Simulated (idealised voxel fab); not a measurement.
Title: Process Module voxel lift off
Section shown: cut. Width: 295 nm. Cell size: 5 nm, square.
For the purposes of this document, a cross-section shall be understood as a grid of square cells, specified as bands listed in top-to-bottom order, each band consisting of one or more rows of cells.
Within each band entry, the heights of the top and of the bottom of the band appear first, in that order and in nm; the materials of the band then follow from left to right, each with its corresponding width in nm. The designation "all across" on a single material indicates that it fills the band from edge to edge; the designation "air" indicates empty space.
Heights are measured from 0, the level below which the as-received wafer is all one material; the lowest band has no bottom and continues downward, written as in "0 -> down".
It should be noted that a width expressed as "30->40" varies in equal increments from row to row of cells within the band, taking the value of the first number at the top row and that of the second number at the bottom row.
Key: "everything unchanged" - step with no changed cell in the cross-section.
Under "Closed void roster" you'll find the enclosed gaps, the ones with no way out to the top, that are 8 cells or bigger; each reads width x height at distance, with distance counted from the left edge, everything in nm.
Where a step's line continues beyond its settings, the continuation is a remark by the simulator itself on that step.
Regarding "overlay nm": on a step with a mask, it is the distance the mask lay to the right of its planned place; a negative value places it to the left.
## These are the steps we planned for the process
| 1 | RECEIVE,material Si |
| 2 | CONFORMAL_DEP,material SiO2,thk nm 15 |
| 3 | PATTERN,tone open,mask id LINES,material resist,width nm 15,pitch nm 35,thk nm 25,overlay nm 0 |
| 4 | DIRECTIONAL_DEP,material Ru,thk nm 15 |
| 5 | STRIP,etch materials resist |
| 6 | CONFORMAL_DEP,material SiN,thk nm 5 |
## Account of the first of two wafers, which was processed as intended
## Wafer as received: cross-section following step 1
    0 -> down: Si all across
    Closed void roster: none
## The wafer in cross-section once step 2 is complete
    15 -> 0: SiO2 all across
    No changes below 0.
## The wafer in cross-section once step 3 is complete
    40 -> 15: resist: 85 / air: 15 / resist: 20 / air: 15 / resist: 20 / air: 15 / resist: 20 / air: 15 / resist: 90
    No changes below 15.
## The wafer in cross-section once step 4 is complete
    55 -> 40: Ru: 85 / air: 15 / Ru: 20 / air: 15 / Ru: 20 / air: 15 / Ru: 20 / air: 15 / Ru: 90
    40 -> 30: resist: 85 / air: 15 / resist: 20 / air: 15 / resist: 20 / air: 15 / resist: 20 / air: 15 / resist: 90
    30 -> 15: resist: 85 / Ru: 15 / resist: 20 / Ru: 15 / resist: 20 / Ru: 15 / resist: 20 / Ru: 15 / resist: 90
    No changes below 15.
## The wafer in cross-section once step 5 is complete
    30 -> 15: air: 85 / Ru: 15 / air: 20 / Ru: 15 / air: 20 / Ru: 15 / air: 20 / Ru: 15 / air: 90
    No changes below 15.
## The wafer in cross-section once step 6 is complete
    35 -> 30: air: 80 / SiN: 25 / air: 10 / SiN: 25 / air: 10 / SiN: 25 / air: 10 / SiN: 25 / air: 85
    30 -> 20: air: 80 / SiN: 5 / Ru: 15 / SiN: 5 / air: 10 / SiN: 5 / Ru: 15 / SiN: 5 / air: 10 / SiN: 5 / Ru: 15 / SiN: 5 / air: 10 / SiN: 5 / Ru: 15 / SiN: 5 / air: 85
    20 -> 15: SiN: 85 / Ru: 15 / SiN: 20 / Ru: 15 / SiN: 20 / Ru: 15 / SiN: 20 / Ru: 15 / SiN: 90
    No changes below 15.
## Wafer two of two - same starting point, same process plan, one mistake in execution; matches wafer one up to and including step 3
## Cross-section of the second wafer when, according to plan, step 4 should have finished
    50 -> 40: Ru: 85 / air: 15 / Ru: 20 / air: 15 / Ru: 20 / air: 15 / Ru: 20 / air: 15 / Ru: 90
    40 -> 25: resist: 85 / air: 15 / resist: 20 / air: 15 / resist: 20 / air: 15 / resist: 20 / air: 15 / resist: 90
    25 -> 15: resist: 85 / Ru: 15 / resist: 20 / Ru: 15 / resist: 20 / Ru: 15 / resist: 20 / Ru: 15 / resist: 90
    No changes below 15.
## Cross-section of the second wafer when, according to plan, step 5 should have finished
    25 -> 15: air: 85 / Ru: 15 / air: 20 / Ru: 15 / air: 20 / Ru: 15 / air: 20 / Ru: 15 / air: 90
    No changes below 15.
## Cross-section of the second wafer when, according to plan, step 6 should have finished
    30 -> 25: air: 80 / SiN: 25 / air: 10 / SiN: 25 / air: 10 / SiN: 25 / air: 10 / SiN: 25 / air: 85
    25 -> 20: air: 80 / SiN: 5 / Ru: 15 / SiN: 5 / air: 10 / SiN: 5 / Ru: 15 / SiN: 5 / air: 10 / SiN: 5 / Ru: 15 / SiN: 5 / air: 10 / SiN: 5 / Ru: 15 / SiN: 5 / air: 85
    20 -> 15: SiN: 85 / Ru: 15 / SiN: 20 / Ru: 15 / SiN: 20 / Ru: 15 / SiN: 20 / Ru: 15 / SiN: 90
    No changes below 15.
What was done differently from what was planned? step 4 changed vs plan, executed as DIRECTIONAL_DEP,material Ru,thk nm 10
At the finish, the second wafer shows more or fewer cells for some materials than the first does: Ru: 12 fewer; SiN: 8 fewer
